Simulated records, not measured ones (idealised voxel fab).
The following process module bears the name voxel self aligned contacts.
This is section cut - it's 300 nm across, gridded in 5 nm square cells.
Cross-section layout: square cells on a grid; listed as bands, top to bottom; a band spans one or more cell rows. Band: top and bottom heights (nm) first, top before bottom; then materials from left to right, widths in nm. "everywhere" marks a sole material filling the band edge to edge. "empty" denotes empty space. Height 0 is the level under which the wafer as received is all one material. The lowest band goes on downwards, as in "0..down". You'd read "30..40" like this: the band's top row of cells is as wide as the first number, its bottom row is as wide as the second, and going down, every row changes width by the same amount as the row before did. It should be understood that the words "all unchanged", when stated for a given step, signify that the cross-section underwent no change in any of its cells during that step. Empty spaces counting at least 8 cells and having no open way to the top are listed in "Encapsulated voids". The notation width x height at distance is used for each, the distance being from the left edge and all three values in nm. after a step's settings: what the simulator itself notes on the step. Each step line may optionally specify "overlay nm", which for a step with a mask gives the rightward distance between the mask's planned place and where it lay, a negative value indicating the leftward direction.
Listed below are the process steps as planned:
- 1: RECEIVE,material Si
- 2: OXIDIZE,depth nm 5
- 3: DIRECTIONAL_DEP,material polySi,thk nm 30
- 4: DIRECTIONAL_DEP,material SiN,thk nm 20
- 5: DIRECTIONAL_DEP,material aC,thk nm 15
- 6: PATTERN,tone cover,mask id GATE,material resist,width nm 35,pitch nm 80,thk nm 35,overlay nm 0
- 7: DIRECTIONAL_ETCH,etch materials aC,depth nm 15
- 8: STRIP,etch materials resist
- 9: DIRECTIONAL_ETCH,etch materials SiN,depth nm 20
- 10: DIRECTIONAL_ETCH,etch materials polySi,depth nm 30
- 11: STRIP,etch materials aC
- 12: CONFORMAL_DEP,material SiN,thk nm 10
- 13: DIRECTIONAL_ETCH,etch materials SiN,depth nm 10
- 14: FILL_DEP,material SiO2,thk nm 20
- 15: CMP,height nm 60
- 16: PATTERN,tone open,mask id CONTACT,material resist,width nm 65,thk nm 15,overlay nm 0
- 17: DIRECTIONAL_ETCH,etch materials SiO2,depth nm 65
- 18: STRIP,etch materials resist
- 19: CONFORMAL_DEP,material TiN,thk nm 5
- 20: FILL_DEP,material W,thk nm 5
- 21: CMP,height nm 60
- 22: CONFORMAL_DEP,material SiN,thk nm 5
First wafer, two in total, run as planned:
Cross-section of the wafer upon arrival, representing the state reached after step 1:
- 0..down  Si everywhere
- Encapsulated voids: none
The wafer, seen in cross-section, after step 2:
- 0..-5  SiO2 everywhere
- Under the height -5 nothing was changed.
The wafer, seen in cross-section, after step 3:
- 30..0  polySi everywhere
- Under the height 0 nothing was changed.
The wafer, seen in cross-section, after step 4:
- 50..30  SiN everywhere
- Under the height 30 nothing was changed.
The wafer, seen in cross-section, after step 5:
- 65..50  aC everywhere
- Under the height 50 nothing was changed.
The wafer, seen in cross-section, after step 6:
- 100..65  empty (90) | resist (35) | empty (45) | resist (35) | empty (95)
- Under the height 65 nothing was changed.
The wafer, seen in cross-section, after step 7:
- 85..65  empty (90) | resist (35) | empty (45) | resist (35) | empty (95)
- 65..50  empty (90) | aC (35) | empty (45) | aC (35) | empty (95)
- Under the height 50 nothing was changed.
The wafer, seen in cross-section, after step 8:
- 65..50  empty (90) | aC (35) | empty (45) | aC (35) | empty (95)
- Under the height 50 nothing was changed.
The wafer, seen in cross-section, after step 9:
- 65..50  empty (90) | aC (35) | empty (45) | aC (35) | empty (95)
- 50..30  empty (90) | SiN (35) | empty (45) | SiN (35) | empty (95)
- Under the height 30 nothing was changed.
The wafer, seen in cross-section, after step 10:
- 65..50  empty (90) | aC (35) | empty (45) | aC (35) | empty (95)
- 50..30  empty (90) | SiN (35) | empty (45) | SiN (35) | empty (95)
- 30..0  empty (90) | polySi (35) | empty (45) | polySi (35) | empty (95)
- Under the height 0 nothing was changed.
The wafer, seen in cross-section, after step 11:
- 50..30  empty (90) | SiN (35) | empty (45) | SiN (35) | empty (95)
- Under the height 30 nothing was changed.
The wafer, seen in cross-section, after step 12:
- 60..30  empty (80) | SiN (55) | empty (25) | SiN (55) | empty (85)
- 30..10  empty (80) | SiN (10) | polySi (35) | SiN (10) | empty (25) | SiN (10) | polySi (35) | SiN (10) | empty (85)
- 10..0  SiN (90) | polySi (35) | SiN (45) | polySi (35) | SiN (95)
- Under the height 0 nothing was changed.
The wafer, seen in cross-section, after step 13:
- 50..30  empty (80) | SiN (55) | empty (25) | SiN (55) | empty (85)
- 30..0  empty (80) | SiN (10) | polySi (35) | SiN (10) | empty (25) | SiN (10) | polySi (35) | SiN (10) | empty (85)
- Under the height 0 nothing was changed.
The wafer, seen in cross-section, after step 14:
- 70..50  SiO2 everywhere
- 50..30  SiO2 (80) | SiN (55) | SiO2 (25) | SiN (55) | SiO2 (85)
- 30..0  SiO2 (80) | SiN (10) | polySi (35) | SiN (10) | SiO2 (25) | SiN (10) | polySi (35) | SiN (10) | SiO2 (85)
- Under the height 0 nothing was changed.
The wafer, seen in cross-section, after step 15:
- 60..50  SiO2 everywhere
- Under the height 50 nothing was changed.
The wafer, seen in cross-section, after step 16:
- 75..60  resist (115) | empty (65) | resist (120)
- Under the height 60 nothing was changed.
The wafer, seen in cross-section, after step 17:
- 75..60  resist (115) | empty (65) | resist (120)
- 60..50  SiO2 (115) | empty (65) | SiO2 (120)
- 50..30  SiO2 (80) | SiN (55) | empty (25) | SiN (55) | SiO2 (85)
- 30..0  SiO2 (80) | SiN (10) | polySi (35) | SiN (10) | empty (25) | SiN (10) | polySi (35) | SiN (10) | SiO2 (85)
- 0..-5  SiO2 (135) | empty (25) | SiO2 (140)
- Under the height -5 nothing was changed.
The wafer, seen in cross-section, after step 18:
- 60..50  SiO2 (115) | empty (65) | SiO2 (120)
- Under the height 50 nothing was changed.
The wafer, seen in cross-section, after step 19:
- 65..60  TiN (120) | empty (55) | TiN (125)
- 60..50  SiO2 (115) | TiN (5..25) | empty (55..15) | TiN (5..25) | SiO2 (120)
- 50..30  SiO2 (80) | SiN (55) | TiN (5) | empty (15) | TiN (5) | SiN (55) | SiO2 (85)
- 30..0  SiO2 (80) | SiN (10) | polySi (35) | SiN (10) | TiN (5) | empty (15) | TiN (5) | SiN (10) | polySi (35) | SiN (10) | SiO2 (85)
- 0..-5  SiO2 (135) | TiN (25) | SiO2 (140)
- Under the height -5 nothing was changed.
The wafer, seen in cross-section, after step 20:
- 70..65  W everywhere
- 65..60  TiN (120) | W (55) | TiN (125)
- 60..50  SiO2 (115) | TiN (5..25) | W (55..15) | TiN (5..25) | SiO2 (120)
- 50..30  SiO2 (80) | SiN (55) | TiN (5) | W (15) | TiN (5) | SiN (55) | SiO2 (85)
- 30..0  SiO2 (80) | SiN (10) | polySi (35) | SiN (10) | TiN (5) | W (15) | TiN (5) | SiN (10) | polySi (35) | SiN (10) | SiO2 (85)
- Under the height 0 nothing was changed.
The wafer, seen in cross-section, after step 21:
- 60..50  SiO2 (115) | TiN (5..25) | W (55..15) | TiN (5..25) | SiO2 (120)
- Under the height 50 nothing was changed.
The wafer, seen in cross-section, after step 22:
- 65..60  SiN everywhere
- Under the height 60 nothing was changed.
The second wafer began exactly as the first did and followed the same plan, but one mistake was made while running it; through step 15 inclusive, the two wafers are identical:
Cross-section of the second wafer corresponding to the planned conclusion of step 16:
- 75..60  empty (115) | resist (65) | empty (120)
- Under the height 60 nothing was changed.
Cross-section of the second wafer corresponding to the planned conclusion of step 17:
- 75..60  empty (115) | resist (65) | empty (120)
- 60..50  empty (115) | SiO2 (65) | empty (120)
- 50..30  empty (80) | SiN (55) | SiO2 (25) | SiN (55) | empty (85)
- 30..0  empty (80) | SiN (10) | polySi (35) | SiN (10) | SiO2 (25) | SiN (10) | polySi (35) | SiN (10) | empty (85)
- 0..-5  empty (80) | SiO2 (135) | empty (85)
- Under the height -5 nothing was changed.
Cross-section of the second wafer corresponding to the planned conclusion of step 18:
- 60..50  empty (115) | SiO2 (65) | empty (120)
- Under the height 50 nothing was changed.
Cross-section of the second wafer corresponding to the planned conclusion of step 19:
- 65..60  empty (110) | TiN (75) | empty (115)
- 60..50  empty (110..75) | TiN (5..40) | SiO2 (65) | TiN (5..40) | empty (115..80)
- 50..30  empty (75) | TiN (5) | SiN (55) | SiO2 (25) | SiN (55) | TiN (5) | empty (80)
- 30..0  empty (75) | TiN (5) | SiN (10) | polySi (35) | SiN (10) | SiO2 (25) | SiN (10) | polySi (35) | SiN (10) | TiN (5) | empty (80)
- 0..-5  TiN (80) | SiO2 (135) | TiN (85)
- Under the height -5 nothing was changed.
Cross-section of the second wafer corresponding to the planned conclusion of step 20:
- 70..65  W everywhere
- 65..60  W (110) | TiN (75) | W (115)
- 60..50  W (110..75) | TiN (5..40) | SiO2 (65) | TiN (5..40) | W (115..80)
- 50..30  W (75) | TiN (5) | SiN (55) | SiO2 (25) | SiN (55) | TiN (5) | W (80)
- 30..0  W (75) | TiN (5) | SiN (10) | polySi (35) | SiN (10) | SiO2 (25) | SiN (10) | polySi (35) | SiN (10) | TiN (5) | W (80)
- Under the height 0 nothing was changed.
Cross-section of the second wafer corresponding to the planned conclusion of step 21:
- 60..50  W (110..75) | TiN (5..40) | SiO2 (65) | TiN (5..40) | W (115..80)
- Under the height 50 nothing was changed.
Cross-section of the second wafer corresponding to the planned conclusion of step 22:
- 65..60  SiN everywhere
- Under the height 60 nothing was changed.
Nonconformance to the process plan: step 16 ran as: PATTERN,tone cover,mask id CONTACT,material resist,width nm 65,thk nm 15,overlay nm 0
Looking at both finished wafers in cells, the second ends up ahead of or behind the first on some materials: 376 fewer of SiO2, 34 more of TiN, 342 more of W
